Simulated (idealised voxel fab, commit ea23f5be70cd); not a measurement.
The process module that follows is named voxel wiring stack.
It is cross-section cut that appears here, measuring 155 nm in width, its square cells being 5 nm in size.
A cross-section is a grid of square cells, given in bands from the top down. A band is one or more rows of cells.
In this notation a band is specified by the heights of its top and bottom, in that order and in nm, after which its materials appear from left to right, each paired with its width in nm. The word "edge to edge" attached to a single material means that material fills the band from edge to edge; the word "blank" stands for empty space.
Counting heights begins at 0, where everything beneath is, in the wafer as received, one material. The lowest band has no bottom; it goes on downwards, as "from 0 down" shows.
The notation "30->40" denotes a width that varies across the rows of cells in the band, beginning at the first number in the top row, finishing at the second number in the bottom row, and changing by an identical amount from each row to the next.
It should be understood that the words "nothing changed", when stated for a given step, signify that the cross-section underwent no change in any of its cells during that step.
"Enclosed cavity list": empty spaces of 8 cells or more with no open way to the top, each given as width x height at distance, distance from the left edge, all in nm.
Post-settings text on a step line: simulator's own remark regarding the step.
"overlay nm", when on a step's line for a step with a mask, measures how far to the right of its planned place the mask lay; a negative measure means to the left.
How should the pairs below be read? Each gives the cross-section before one process step and the cross-section after it, the latter drawn only to the lowest band that changed; the step that lies between them, with its settings, appears under the pair. Does a pair pick up where the pair above left off? Only where its entry headed "Status quo ante" says so, since pairs can come from different runs of this module on the same starting wafer.

Status quo ante:
	from 0 down: Si edge to edge
	Enclosed cavity list: none

Section After Processing:
	from 10 to 0: SiO2 edge to edge
	Heights below 0 show no change.
	Enclosed cavity list: none
The process step separating the two cross-sections depicted above is as follows: CONFORMAL_DEP | material SiO2 | thk nm 10

Status quo ante: equal to the after panel directly above.

Section After Processing:
	from 15 to 10: TiN edge to edge
	Heights below 10 show no change.
	Enclosed cavity list: none
The process step separating the two cross-sections depicted above is as follows: DIRECTIONAL_DEP | material TiN | thk nm 5

Status quo ante: equal to the after panel directly above.

Section After Processing:
	from 40 to 15: Ru edge to edge
	Heights below 15 show no change.
	Enclosed cavity list: none
The process step separating the two cross-sections depicted above is as follows: DIRECTIONAL_DEP | material Ru | thk nm 25

Status quo ante: equal to the after panel directly above.

Section After Processing:
	from 55 to 40: aC edge to edge
	Heights below 40 show no change.
	Enclosed cavity list: none
The process step separating the two cross-sections depicted above is as follows: DIRECTIONAL_DEP | material aC | thk nm 15

Status quo ante: equal to the after panel directly above.

Section After Processing:
	from 90 to 55: blank 15 nm | resist 20 nm | blank 30 nm | resist 20 nm | blank 30 nm | resist 20 nm | blank 20 nm
	Heights below 55 show no change.
	Enclosed cavity list: none
The process step separating the two cross-sections depicted above is as follows: PATTERN | tone cover | mask id METAL_1 | material resist | width nm 20 | pitch nm 50 | thk nm 35 | overlay nm 0

Status quo ante: equal to the after panel directly above.

Section After Processing:
	from 75 to 55: blank 15 nm | resist 20 nm | blank 30 nm | resist 20 nm | blank 30 nm | resist 20 nm | blank 20 nm
	from 55 to 40: blank 15 nm | aC 20 nm | blank 30 nm | aC 20 nm | blank 30 nm | aC 20 nm | blank 20 nm
	Heights below 40 show no change.
	Enclosed cavity list: none
The process step separating the two cross-sections depicted above is as follows: DIRECTIONAL_ETCH | etch materials aC | depth nm 15

Status quo ante: equal to the after panel directly above.

Section After Processing:
	from 55 to 40: blank 15 nm | aC 20 nm | blank 30 nm | aC 20 nm | blank 30 nm | aC 20 nm | blank 20 nm
	Heights below 40 show no change.
	Enclosed cavity list: none
The process step separating the two cross-sections depicted above is as follows: STRIP | etch materials resist

Status quo ante: equal to the after panel directly above.

Section After Processing:
	from 55 to 40: blank 15 nm | aC 20 nm | blank 30 nm | aC 20 nm | blank 30 nm | aC 20 nm | blank 20 nm
	from 40 to 15: blank 15 nm | Ru 20 nm | blank 30 nm | Ru 20 nm | blank 30 nm | Ru 20 nm | blank 20 nm
	Heights below 15 show no change.
	Enclosed cavity list: none
The process step separating the two cross-sections depicted above is as follows: DIRECTIONAL_ETCH | etch materials Ru | depth nm 25

Status quo ante: equal to the after panel directly above.

Section After Processing:
	from 55 to 40: blank 15 nm | aC 20 nm | blank 30 nm | aC 20 nm | blank 30 nm | aC 20 nm | blank 20 nm
	from 40 to 15: blank 15 nm | Ru 20 nm | blank 30 nm | Ru 20 nm | blank 30 nm | Ru 20 nm | blank 20 nm
	from 15 to 10: blank 15 nm | TiN 20 nm | blank 30 nm | TiN 20 nm | blank 30 nm | TiN 20 nm | blank 20 nm
	Heights below 10 show no change.
	Enclosed cavity list: none
The process step separating the two cross-sections depicted above is as follows: DIRECTIONAL_ETCH | etch materials TiN | depth nm 5

Status quo ante: equal to the after panel directly above.

Section After Processing:
	from 40 to 15: blank 15 nm | Ru 20 nm | blank 30 nm | Ru 20 nm | blank 30 nm | Ru 20 nm | blank 20 nm
	Heights below 15 show no change.
	Enclosed cavity list: none
The process step separating the two cross-sections depicted above is as follows: STRIP | etch materials aC

Status quo ante: equal to the after panel directly above.

Section After Processing:
	from 45 to 40: blank 10 nm | SiCN 30 nm | blank 20 nm | SiCN 30 nm | blank 20 nm | SiCN 30 nm | blank 15 nm
	from 40 to 15: blank 10 nm | SiCN 5 nm | Ru 20 nm | SiCN 5 nm | blank 20 nm | SiCN 5 nm | Ru 20 nm | SiCN 5 nm | blank 20 nm | SiCN 5 nm | Ru 20 nm | SiCN 5 nm | blank 15 nm
	from 15 to 10: SiCN 15 nm | TiN 20 nm | SiCN 30 nm | TiN 20 nm | SiCN 30 nm | TiN 20 nm | SiCN 20 nm
	Heights below 10 show no change.
	Enclosed cavity list: none
The process step separating the two cross-sections depicted above is as follows: CONFORMAL_DEP | material SiCN | thk nm 5

Status quo ante: equal to the after panel directly above.

Section After Processing:
	from 55 to 45: SiO2 edge to edge
	from 45 to 40: SiO2 10 nm | SiCN 30 nm | SiO2 20 nm | SiCN 30 nm | SiO2 20 nm | SiCN 30 nm | SiO2 15 nm
	from 40 to 15: SiO2 10 nm | SiCN 5 nm | Ru 20 nm | SiCN 5 nm | SiO2 20 nm | SiCN 5 nm | Ru 20 nm | SiCN 5 nm | SiO2 20 nm | SiCN 5 nm | Ru 20 nm | SiCN 5 nm | SiO2 15 nm
	Heights below 15 show no change.
	Enclosed cavity list: none
The process step separating the two cross-sections depicted above is as follows: FILL_DEP | material SiO2 | thk nm 10

Status quo ante: equal to the after panel directly above.

Section After Processing:
	from 40 to 15: SiO2 10 nm | SiCN 5 nm | Ru 20 nm | SiCN 5 nm | SiO2 20 nm | SiCN 5 nm | Ru 20 nm | SiCN 5 nm | SiO2 20 nm | SiCN 5 nm | Ru 20 nm | SiCN 5 nm | SiO2 15 nm
	Heights below 15 show no change.
	Enclosed cavity list: none
The process step separating the two cross-sections depicted above is as follows: CMP | height nm 40

Status quo ante: equal to the after panel directly above.

Section After Processing:
	from 45 to 40: SiCN edge to edge
	Heights below 40 show no change.
	Enclosed cavity list: none
The process step separating the two cross-sections depicted above is as follows: CONFORMAL_DEP | material SiCN | thk nm 5

Status quo ante: equal to the after panel directly above.

Section After Processing:
	from 75 to 45: SiO2 edge to edge
	Heights below 45 show no change.
	Enclosed cavity list: none
The process step separating the two cross-sections depicted above is as follows: DIRECTIONAL_DEP | material SiO2 | thk nm 30

Status quo ante: equal to the after panel directly above.

Section After Processing:
	from 75 to 55: SiO2 15 nm | blank 20 nm | SiO2 30 nm | blank 20 nm | SiO2 30 nm | blank 20 nm | SiO2 20 nm
	Heights below 55 show no change.
	Enclosed cavity list: none
The process step separating the two cross-sections depicted above is as follows: MASKED_ETCH | tone open | mask id METAL_2 | width nm 20 | pitch nm 50 | etch materials SiO2 | depth nm 20 | overlay nm 0

Status quo ante: equal to the after panel directly above.

Section After Processing:
	from 95 to 75: resist 15 nm | blank 15 nm | resist 85 nm | blank 15 nm | resist 25 nm
	from 75 to 55: SiO2 15 nm | blank 15 nm | resist 5 nm | SiO2 30 nm | resist 20 nm | SiO2 30 nm | blank 15 nm | resist 5 nm | SiO2 20 nm
	Heights below 55 show no change.
	Enclosed cavity list: none
The process step separating the two cross-sections depicted above is as follows: PATTERN | tone open | mask id METAL_2_HOLES | material resist | width nm 15 | pitch nm 100 | thk nm 20 | overlay nm 0

Status quo ante: equal to the after panel directly above.

Section After Processing:
	from 95 to 75: resist 15 nm | blank 15 nm | resist 85 nm | blank 15 nm | resist 25 nm
	from 75 to 55: SiO2 15 nm | blank 15 nm | resist 5 nm | SiO2 30 nm | resist 20 nm | SiO2 30 nm | blank 15 nm | resist 5 nm | SiO2 20 nm
	from 55 to 45: SiO2 15 nm | blank 15 nm | SiO2 85 nm | blank 15 nm | SiO2 25 nm
	Heights below 45 show no change.
	Enclosed cavity list: none
The process step separating the two cross-sections depicted above is as follows: DIRECTIONAL_ETCH | etch materials SiO2 | depth nm 10

Status quo ante: equal to the after panel directly above.

Section After Processing:
	from 95 to 75: resist 15 nm | blank 15 nm | resist 85 nm | blank 15 nm | resist 25 nm
	from 75 to 55: SiO2 15 nm | blank 15 nm | resist 5 nm | SiO2 30 nm | resist 20 nm | SiO2 30 nm | blank 15 nm | resist 5 nm | SiO2 20 nm
	from 55 to 45: SiO2 15 nm | blank 15 nm | SiO2 85 nm | blank 15 nm | SiO2 25 nm
	from 45 to 40: SiCN 15 nm | blank 15 nm | SiCN 85 nm | blank 15 nm | SiCN 25 nm
	Heights below 40 show no change.
	Enclosed cavity list: none
The process step separating the two cross-sections depicted above is as follows: DIRECTIONAL_ETCH | etch materials SiCN | depth nm 5

Status quo ante: equal to the after panel directly above.

Section After Processing:
	from 75 to 55: SiO2 15 nm | blank 20 nm | SiO2 30 nm | blank 20 nm | SiO2 30 nm | blank 20 nm | SiO2 20 nm
	Heights below 55 show no change.
	Enclosed cavity list: none
The process step separating the two cross-sections depicted above is as follows: STRIP | etch materials resist

Status quo ante: equal to the after panel directly above.

Section After Processing:
	from 80 to 75: TiN 20 nm | blank 10 nm | TiN 40 nm | blank 10 nm | TiN 40 nm | blank 10 nm | TiN 25 nm
	from 75 to 60: SiO2 15 nm | TiN 5 nm | blank 10 nm | TiN 5 nm | SiO2 30 nm | TiN 5 nm | blank 10 nm | TiN 5 nm | SiO2 30 nm | TiN 5 nm | blank 10 nm | TiN 5 nm | SiO2 20 nm
	from 60 to 55: SiO2 15 nm | TiN 5 nm | blank 5 nm | TiN 10 nm | SiO2 30 nm | TiN 20 nm | SiO2 30 nm | TiN 5 nm | blank 5 nm | TiN 10 nm | SiO2 20 nm
	from 55 to 45: SiO2 15 nm | TiN 5 nm | blank 5 nm | TiN 5 nm | SiO2 85 nm | TiN 5 nm | blank 5 nm | TiN 5 nm | SiO2 25 nm
	from 45 to 40: SiCN 15 nm | TiN 15 nm | SiCN 85 nm | TiN 15 nm | SiCN 25 nm
	Heights below 40 show no change.
	Enclosed cavity list: none
The process step separating the two cross-sections depicted above is as follows: CONFORMAL_DEP | material TiN | thk nm 5

Status quo ante: equal to the after panel directly above.

Section After Processing:
	from 90 to 80: Cu edge to edge
	from 80 to 75: TiN 20 nm | Cu 10 nm | TiN 40 nm | Cu 10 nm | TiN 40 nm | Cu 10 nm | TiN 25 nm
	from 75 to 60: SiO2 15 nm | TiN 5 nm | Cu 10 nm | TiN 5 nm | SiO2 30 nm | TiN 5 nm | Cu 10 nm | TiN 5 nm | SiO2 30 nm | TiN 5 nm | Cu 10 nm | TiN 5 nm | SiO2 20 nm
	from 60 to 55: SiO2 15 nm | TiN 5 nm | Cu 5 nm | TiN 10 nm | SiO2 30 nm | TiN 20 nm | SiO2 30 nm | TiN 5 nm | Cu 5 nm | TiN 10 nm | SiO2 20 nm
	from 55 to 45: SiO2 15 nm | TiN 5 nm | Cu 5 nm | TiN 5 nm | SiO2 85 nm | TiN 5 nm | Cu 5 nm | TiN 5 nm | SiO2 25 nm
	Heights below 45 show no change.
	Enclosed cavity list: none
The process step separating the two cross-sections depicted above is as follows: FILL_DEP | material Cu | thk nm 10

Status quo ante: equal to the after panel directly above.

Section After Processing:
	from 75 to 60: SiO2 15 nm | TiN 5 nm | Cu 10 nm | TiN 5 nm | SiO2 30 nm | TiN 5 nm | Cu 10 nm | TiN 5 nm | SiO2 30 nm | TiN 5 nm | Cu 10 nm | TiN 5 nm | SiO2 20 nm
	Heights below 60 show no change.
	Enclosed cavity list: none
The process step separating the two cross-sections depicted above is as follows: CMP | height nm 75

Status quo ante: equal to the after panel directly above.

Section After Processing:
	from 80 to 75: SiCN edge to edge
	Heights below 75 show no change.
	Enclosed cavity list: none
The process step separating the two cross-sections depicted above is as follows: CONFORMAL_DEP | material SiCN | thk nm 5

Status quo ante:
	from 75 to 55: SiO2 15 nm | blank 20 nm | SiO2 30 nm | blank 20 nm | SiO2 30 nm | blank 20 nm | SiO2 20 nm
	from 55 to 45: SiO2 edge to edge
	from 45 to 40: SiCN edge to edge
	from 40 to 15: SiO2 10 nm | SiCN 5 nm | Ru 20 nm | SiCN 5 nm | SiO2 20 nm | SiCN 5 nm | Ru 20 nm | SiCN 5 nm | SiO2 20 nm | SiCN 5 nm | Ru 20 nm | SiCN 5 nm | SiO2 15 nm
	from 15 to 10: SiCN 15 nm | TiN 20 nm | SiCN 30 nm | TiN 20 nm | SiCN 30 nm | TiN 20 nm | SiCN 20 nm
	from 10 to 0: SiO2 edge to edge
	from 0 down: Si edge to edge
	Enclosed cavity list: none

Section After Processing:
	from 65 to 45: SiO2 15 nm | blank 20 nm | SiO2 30 nm | blank 20 nm | SiO2 30 nm | blank 20 nm | SiO2 20 nm
	Heights below 45 show no change.
	Enclosed cavity list: none
The process step separating the two cross-sections depicted above is as follows: DIRECTIONAL_ETCH | etch materials SiO2 | depth nm 10

Status quo ante: equal to the after panel directly above.

Section After Processing:
	from 65 to 45: SiO2 15 nm | blank 20 nm | SiO2 30 nm | blank 20 nm | SiO2 30 nm | blank 20 nm | SiO2 20 nm
	from 45 to 40: SiCN 15 nm | blank 20 nm | SiCN 30 nm | blank 20 nm | SiCN 30 nm | blank 20 nm | SiCN 20 nm
	Heights below 40 show no change.
	Enclosed cavity list: none
The process step separating the two cross-sections depicted above is as follows: DIRECTIONAL_ETCH | etch materials SiCN | depth nm 5

Status quo ante: equal to the after panel directly above.

Section After Processing:
	from 70 to 65: TiN 20 nm | blank 10 nm | TiN 40 nm | blank 10 nm | TiN 40 nm | blank 10 nm | TiN 25 nm
	from 65 to 45: SiO2 15 nm | TiN 5 nm | blank 10 nm | TiN 5 nm | SiO2 30 nm | TiN 5 nm | blank 10 nm | TiN 5 nm | SiO2 30 nm | TiN 5 nm | blank 10 nm | TiN 5 nm | SiO2 20 nm
	from 45 to 40: SiCN 15 nm | TiN 20 nm | SiCN 30 nm | TiN 20 nm | SiCN 30 nm | TiN 20 nm | SiCN 20 nm
	Heights below 40 show no change.
	Enclosed cavity list: none
The process step separating the two cross-sections depicted above is as follows: CONFORMAL_DEP | material TiN | thk nm 5

Status quo ante: equal to the after panel directly above.

Section After Processing:
	from 80 to 70: Cu edge to edge
	from 70 to 65: TiN 20 nm | Cu 10 nm | TiN 40 nm | Cu 10 nm | TiN 40 nm | Cu 10 nm | TiN 25 nm
	from 65 to 45: SiO2 15 nm | TiN 5 nm | Cu 10 nm | TiN 5 nm | SiO2 30 nm | TiN 5 nm | Cu 10 nm | TiN 5 nm | SiO2 30 nm | TiN 5 nm | Cu 10 nm | TiN 5 nm | SiO2 20 nm
	Heights below 45 show no change.
	Enclosed cavity list: none
The process step separating the two cross-sections depicted above is as follows: FILL_DEP | material Cu | thk nm 10

Status quo ante: equal to the after panel directly above.

Section After Processing:
	from 75 to 70: Cu edge to edge
	Heights below 70 show no change.
	Enclosed cavity list: none
The process step separating the two cross-sections depicted above is as follows: CMP | height nm 75

Status quo ante: equal to the after panel directly above.

Section After Processing:
	from 80 to 75: SiCN edge to edge
	Heights below 75 show no change.
	Enclosed cavity list: none
The process step separating the two cross-sections depicted above is as follows: CONFORMAL_DEP | material SiCN | thk nm 5

Status quo ante:
	from 75 to 45: SiO2 edge to edge
	from 45 to 40: SiCN edge to edge
	from 40 to 15: SiO2 10 nm | SiCN 5 nm | Ru 20 nm | SiCN 5 nm | SiO2 20 nm | SiCN 5 nm | Ru 20 nm | SiCN 5 nm | SiO2 20 nm | SiCN 5 nm | Ru 20 nm | SiCN 5 nm | SiO2 15 nm
	from 15 to 10: SiCN 15 nm | TiN 20 nm | SiCN 30 nm | TiN 20 nm | SiCN 30 nm | TiN 20 nm | SiCN 20 nm
	from 10 to 0: SiO2 edge to edge
	from 0 down: Si edge to edge
	Enclosed cavity list: none

Section After Processing:
	from 105 to 45: SiO2 edge to edge
	Heights below 45 show no change.
	Enclosed cavity list: none
The process step separating the two cross-sections depicted above is as follows: DIRECTIONAL_DEP | material SiO2 | thk nm 30

Status quo ante: equal to the after panel directly above.

Section After Processing:
	from 105 to 85: SiO2 15 nm | blank 20 nm | SiO2 30 nm | blank 20 nm | SiO2 30 nm | blank 20 nm | SiO2 20 nm
	Heights below 85 show no change.
	Enclosed cavity list: none
The process step separating the two cross-sections depicted above is as follows: MASKED_ETCH | tone open | mask id METAL_2 | width nm 20 | pitch nm 50 | etch materials SiO2 | depth nm 20 | overlay nm 0

Status quo ante: equal to the after panel directly above.

Section After Processing:
	from 125 to 105: resist 15 nm | blank 15 nm | resist 85 nm | blank 15 nm | resist 25 nm
	from 105 to 85: SiO2 15 nm | blank 15 nm | resist 5 nm | SiO2 30 nm | resist 20 nm | SiO2 30 nm | blank 15 nm | resist 5 nm | SiO2 20 nm
	Heights below 85 show no change.
	Enclosed cavity list: none
The process step separating the two cross-sections depicted above is as follows: PATTERN | tone open | mask id METAL_2_HOLES | material resist | width nm 15 | pitch nm 100 | thk nm 20 | overlay nm 0

Status quo ante: equal to the after panel directly above.

Section After Processing:
	from 125 to 105: resist 15 nm | blank 15 nm | resist 85 nm | blank 15 nm | resist 25 nm
	from 105 to 85: SiO2 15 nm | blank 15 nm | resist 5 nm | SiO2 30 nm | resist 20 nm | SiO2 30 nm | blank 15 nm | resist 5 nm | SiO2 20 nm
	from 85 to 75: SiO2 15 nm | blank 15 nm | SiO2 85 nm | blank 15 nm | SiO2 25 nm
	Heights below 75 show no change.
	Enclosed cavity list: none
The process step separating the two cross-sections depicted above is as follows: DIRECTIONAL_ETCH | etch materials SiO2 | depth nm 10

Status quo ante: equal to the after panel directly above.

Section After Processing:
	from 105 to 85: SiO2 15 nm | blank 20 nm | SiO2 30 nm | blank 20 nm | SiO2 30 nm | blank 20 nm | SiO2 20 nm
	Heights below 85 show no change.
	Enclosed cavity list: none
The process step separating the two cross-sections depicted above is as follows: STRIP | etch materials resist

Status quo ante: equal to the after panel directly above.

Section After Processing:
	from 110 to 105: TiN 20 nm | blank 10 nm | TiN 40 nm | blank 10 nm | TiN 40 nm | blank 10 nm | TiN 25 nm
	from 105 to 90: SiO2 15 nm | TiN 5 nm | blank 10 nm | TiN 5 nm | SiO2 30 nm | TiN 5 nm | blank 10 nm | TiN 5 nm | SiO2 30 nm | TiN 5 nm | blank 10 nm | TiN 5 nm | SiO2 20 nm
	from 90 to 85: SiO2 15 nm | TiN 5 nm | blank 5 nm | TiN 10 nm | SiO2 30 nm | TiN 20 nm | SiO2 30 nm | TiN 5 nm | blank 5 nm | TiN 10 nm | SiO2 20 nm
	from 85 to 80: SiO2 15 nm | TiN 5 nm | blank 5 nm | TiN 5 nm | SiO2 85 nm | TiN 5 nm | blank 5 nm | TiN 5 nm | SiO2 25 nm
	from 80 to 75: SiO2 15 nm | TiN 15 nm | SiO2 85 nm | TiN 15 nm | SiO2 25 nm
	Heights below 75 show no change.
	Enclosed cavity list: none
The process step separating the two cross-sections depicted above is as follows: CONFORMAL_DEP | material TiN | thk nm 5

Status quo ante: equal to the after panel directly above.

Section After Processing:
	from 120 to 110: Cu edge to edge
	from 110 to 105: TiN 20 nm | Cu 10 nm | TiN 40 nm | Cu 10 nm | TiN 40 nm | Cu 10 nm | TiN 25 nm
	from 105 to 90: SiO2 15 nm | TiN 5 nm | Cu 10 nm | TiN 5 nm | SiO2 30 nm | TiN 5 nm | Cu 10 nm | TiN 5 nm | SiO2 30 nm | TiN 5 nm | Cu 10 nm | TiN 5 nm | SiO2 20 nm
	from 90 to 85: SiO2 15 nm | TiN 5 nm | Cu 5 nm | TiN 10 nm | SiO2 30 nm | TiN 20 nm | SiO2 30 nm | TiN 5 nm | Cu 5 nm | TiN 10 nm | SiO2 20 nm
	from 85 to 80: SiO2 15 nm | TiN 5 nm | Cu 5 nm | TiN 5 nm | SiO2 85 nm | TiN 5 nm | Cu 5 nm | TiN 5 nm | SiO2 25 nm
	Heights below 80 show no change.
	Enclosed cavity list: none
The process step separating the two cross-sections depicted above is as follows: FILL_DEP | material Cu | thk nm 10

Status quo ante: equal to the after panel directly above.

Section After Processing:
	from 75 to 45: SiO2 edge to edge
	Heights below 45 show no change.
	Enclosed cavity list: none
The process step separating the two cross-sections depicted above is as follows: CMP | height nm 75

Status quo ante: equal to the after panel directly above.

Section After Processing:
	from 80 to 75: SiCN edge to edge
	Heights below 75 show no change.
	Enclosed cavity list: none
The process step separating the two cross-sections depicted above is as follows: CONFORMAL_DEP | material SiCN | thk nm 5

Status quo ante:
	from 0 down: Si edge to edge
	Enclosed cavity list: none

Section After Processing:
	from 5 to 0: TiN edge to edge
	Heights below 0 show no change.
	Enclosed cavity list: none
The process step separating the two cross-sections depicted above is as follows: DIRECTIONAL_DEP | material TiN | thk nm 5

Status quo ante: equal to the after panel directly above.

Section After Processing:
	from 15 to 5: SiO2 edge to edge
	Heights below 5 show no change.
	Enclosed cavity list: none
The process step separating the two cross-sections depicted above is as follows: CONFORMAL_DEP | material SiO2 | thk nm 10

Status quo ante: equal to the after panel directly above.

Section After Processing:
	from 40 to 15: Ru edge to edge
	Heights below 15 show no change.
	Enclosed cavity list: none
The process step separating the two cross-sections depicted above is as follows: DIRECTIONAL_DEP | material Ru | thk nm 25

Status quo ante: equal to the after panel directly above.

Section After Processing:
	from 55 to 40: aC edge to edge
	Heights below 40 show no change.
	Enclosed cavity list: none
The process step separating the two cross-sections depicted above is as follows: DIRECTIONAL_DEP | material aC | thk nm 15

Status quo ante: equal to the after panel directly above.

Section After Processing:
	from 90 to 55: blank 15 nm | resist 20 nm | blank 30 nm | resist 20 nm | blank 30 nm | resist 20 nm | blank 20 nm
	Heights below 55 show no change.
	Enclosed cavity list: none
The process step separating the two cross-sections depicted above is as follows: PATTERN | tone cover | mask id METAL_1 | material resist | width nm 20 | pitch nm 50 | thk nm 35 | overlay nm 0

Status quo ante: equal to the after panel directly above.

Section After Processing:
	from 75 to 55: blank 15 nm | resist 20 nm | blank 30 nm | resist 20 nm | blank 30 nm | resist 20 nm | blank 20 nm
	from 55 to 40: blank 15 nm | aC 20 nm | blank 30 nm | aC 20 nm | blank 30 nm | aC 20 nm | blank 20 nm
	Heights below 40 show no change.
	Enclosed cavity list: none
The process step separating the two cross-sections depicted above is as follows: DIRECTIONAL_ETCH | etch materials aC | depth nm 15

Status quo ante: equal to the after panel directly above.

Section After Processing:
	from 55 to 40: blank 15 nm | aC 20 nm | blank 30 nm | aC 20 nm | blank 30 nm | aC 20 nm | blank 20 nm
	Heights below 40 show no change.
	Enclosed cavity list: none
The process step separating the two cross-sections depicted above is as follows: STRIP | etch materials resist

Status quo ante: equal to the after panel directly above.

Section After Processing:
	from 55 to 40: blank 15 nm | aC 20 nm | blank 30 nm | aC 20 nm | blank 30 nm | aC 20 nm | blank 20 nm
	from 40 to 15: blank 15 nm | Ru 20 nm | blank 30 nm | Ru 20 nm | blank 30 nm | Ru 20 nm | blank 20 nm
	Heights below 15 show no change.
	Enclosed cavity list: none
The process step separating the two cross-sections depicted above is as follows: DIRECTIONAL_ETCH | etch materials Ru | depth nm 25

Status quo ante: equal to the after panel directly above.

Section After Processing:
	from 40 to 15: blank 15 nm | Ru 20 nm | blank 30 nm | Ru 20 nm | blank 30 nm | Ru 20 nm | blank 20 nm
	Heights below 15 show no change.
	Enclosed cavity list: none
The process step separating the two cross-sections depicted above is as follows: STRIP | etch materials aC

Status quo ante: equal to the after panel directly above.

Section After Processing:
	from 45 to 40: blank 10 nm | SiCN 30 nm | blank 20 nm | SiCN 30 nm | blank 20 nm | SiCN 30 nm | blank 15 nm
	from 40 to 20: blank 10 nm | SiCN 5 nm | Ru 20 nm | SiCN 5 nm | blank 20 nm | SiCN 5 nm | Ru 20 nm | SiCN 5 nm | blank 20 nm | SiCN 5 nm | Ru 20 nm | SiCN 5 nm | blank 15 nm
	from 20 to 15: SiCN 15 nm | Ru 20 nm | SiCN 30 nm | Ru 20 nm | SiCN 30 nm | Ru 20 nm | SiCN 20 nm
	Heights below 15 show no change.
	Enclosed cavity list: none
The process step separating the two cross-sections depicted above is as follows: CONFORMAL_DEP | material SiCN | thk nm 5

Status quo ante: equal to the after panel directly above.

Section After Processing:
	from 55 to 45: SiO2 edge to edge
	from 45 to 40: SiO2 10 nm | SiCN 30 nm | SiO2 20 nm | SiCN 30 nm | SiO2 20 nm | SiCN 30 nm | SiO2 15 nm
	from 40 to 20: SiO2 10 nm | SiCN 5 nm | Ru 20 nm | SiCN 5 nm | SiO2 20 nm | SiCN 5 nm | Ru 20 nm | SiCN 5 nm | SiO2 20 nm | SiCN 5 nm | Ru 20 nm | SiCN 5 nm | SiO2 15 nm
	Heights below 20 show no change.
	Enclosed cavity list: none
The process step separating the two cross-sections depicted above is as follows: FILL_DEP | material SiO2 | thk nm 10

Status quo ante: equal to the after panel directly above.

Section After Processing:
	from 40 to 20: SiO2 10 nm | SiCN 5 nm | Ru 20 nm | SiCN 5 nm | SiO2 20 nm | SiCN 5 nm | Ru 20 nm | SiCN 5 nm | SiO2 20 nm | SiCN 5 nm | Ru 20 nm | SiCN 5 nm | SiO2 15 nm
	Heights below 20 show no change.
	Enclosed cavity list: none
The process step separating the two cross-sections depicted above is as follows: CMP | height nm 40

Status quo ante: equal to the after panel directly above.

Section After Processing:
	from 45 to 40: SiCN edge to edge
	Heights below 40 show no change.
	Enclosed cavity list: none
The process step separating the two cross-sections depicted above is as follows: CONFORMAL_DEP | material SiCN | thk nm 5

Status quo ante: equal to the after panel directly above.

Section After Processing:
	from 75 to 45: SiO2 edge to edge
	Heights below 45 show no change.
	Enclosed cavity list: none
The process step separating the two cross-sections depicted above is as follows: DIRECTIONAL_DEP | material SiO2 | thk nm 30

Status quo ante: equal to the after panel directly above.

Section After Processing:
	from 75 to 55: SiO2 15 nm | blank 20 nm | SiO2 30 nm | blank 20 nm | SiO2 30 nm | blank 20 nm | SiO2 20 nm
	Heights below 55 show no change.
	Enclosed cavity list: none
The process step separating the two cross-sections depicted above is as follows: MASKED_ETCH | tone open | mask id METAL_2 | width nm 20 | pitch nm 50 | etch materials SiO2 | depth nm 20 | overlay nm 0

Status quo ante: equal to the after panel directly above.

Section After Processing:
	from 95 to 75: resist 15 nm | blank 15 nm | resist 85 nm | blank 15 nm | resist 25 nm
	from 75 to 55: SiO2 15 nm | blank 15 nm | resist 5 nm | SiO2 30 nm | resist 20 nm | SiO2 30 nm | blank 15 nm | resist 5 nm | SiO2 20 nm
	Heights below 55 show no change.
	Enclosed cavity list: none
The process step separating the two cross-sections depicted above is as follows: PATTERN | tone open | mask id METAL_2_HOLES | material resist | width nm 15 | pitch nm 100 | thk nm 20 | overlay nm 0

Status quo ante: equal to the after panel directly above.

Section After Processing:
	from 95 to 75: resist 15 nm | blank 15 nm | resist 85 nm | blank 15 nm | resist 25 nm
	from 75 to 55: SiO2 15 nm | blank 15 nm | resist 5 nm | SiO2 30 nm | resist 20 nm | SiO2 30 nm | blank 15 nm | resist 5 nm | SiO2 20 nm
	from 55 to 45: SiO2 15 nm | blank 15 nm | SiO2 85 nm | blank 15 nm | SiO2 25 nm
	Heights below 45 show no change.
	Enclosed cavity list: none
The process step separating the two cross-sections depicted above is as follows: DIRECTIONAL_ETCH | etch materials SiO2 | depth nm 10

Status quo ante: equal to the after panel directly above.

Section After Processing:
	from 95 to 75: resist 15 nm | blank 15 nm | resist 85 nm | blank 15 nm | resist 25 nm
	from 75 to 55: SiO2 15 nm | blank 15 nm | resist 5 nm | SiO2 30 nm | resist 20 nm | SiO2 30 nm | blank 15 nm | resist 5 nm | SiO2 20 nm
	from 55 to 45: SiO2 15 nm | blank 15 nm | SiO2 85 nm | blank 15 nm | SiO2 25 nm
	from 45 to 40: SiCN 15 nm | blank 15 nm | SiCN 85 nm | blank 15 nm | SiCN 25 nm
	Heights below 40 show no change.
	Enclosed cavity list: none
The process step separating the two cross-sections depicted above is as follows: DIRECTIONAL_ETCH | etch materials SiCN | depth nm 5

Status quo ante: equal to the after panel directly above.

Section After Processing:
	from 75 to 55: SiO2 15 nm | blank 20 nm | SiO2 30 nm | blank 20 nm | SiO2 30 nm | blank 20 nm | SiO2 20 nm
	Heights below 55 show no change.
	Enclosed cavity list: none
The process step separating the two cross-sections depicted above is as follows: STRIP | etch materials resist

Status quo ante: equal to the after panel directly above.

Section After Processing:
	from 80 to 75: TiN 20 nm | blank 10 nm | TiN 40 nm | blank 10 nm | TiN 40 nm | blank 10 nm | TiN 25 nm
	from 75 to 60: SiO2 15 nm | TiN 5 nm | blank 10 nm | TiN 5 nm | SiO2 30 nm | TiN 5 nm | blank 10 nm | TiN 5 nm | SiO2 30 nm | TiN 5 nm | blank 10 nm | TiN 5 nm | SiO2 20 nm
	from 60 to 55: SiO2 15 nm | TiN 5 nm | blank 5 nm | TiN 10 nm | SiO2 30 nm | TiN 20 nm | SiO2 30 nm | TiN 5 nm | blank 5 nm | TiN 10 nm | SiO2 20 nm
	from 55 to 45: SiO2 15 nm | TiN 5 nm | blank 5 nm | TiN 5 nm | SiO2 85 nm | TiN 5 nm | blank 5 nm | TiN 5 nm | SiO2 25 nm
	from 45 to 40: SiCN 15 nm | TiN 15 nm | SiCN 85 nm | TiN 15 nm | SiCN 25 nm
	Heights below 40 show no change.
	Enclosed cavity list: none
The process step separating the two cross-sections depicted above is as follows: CONFORMAL_DEP | material TiN | thk nm 5
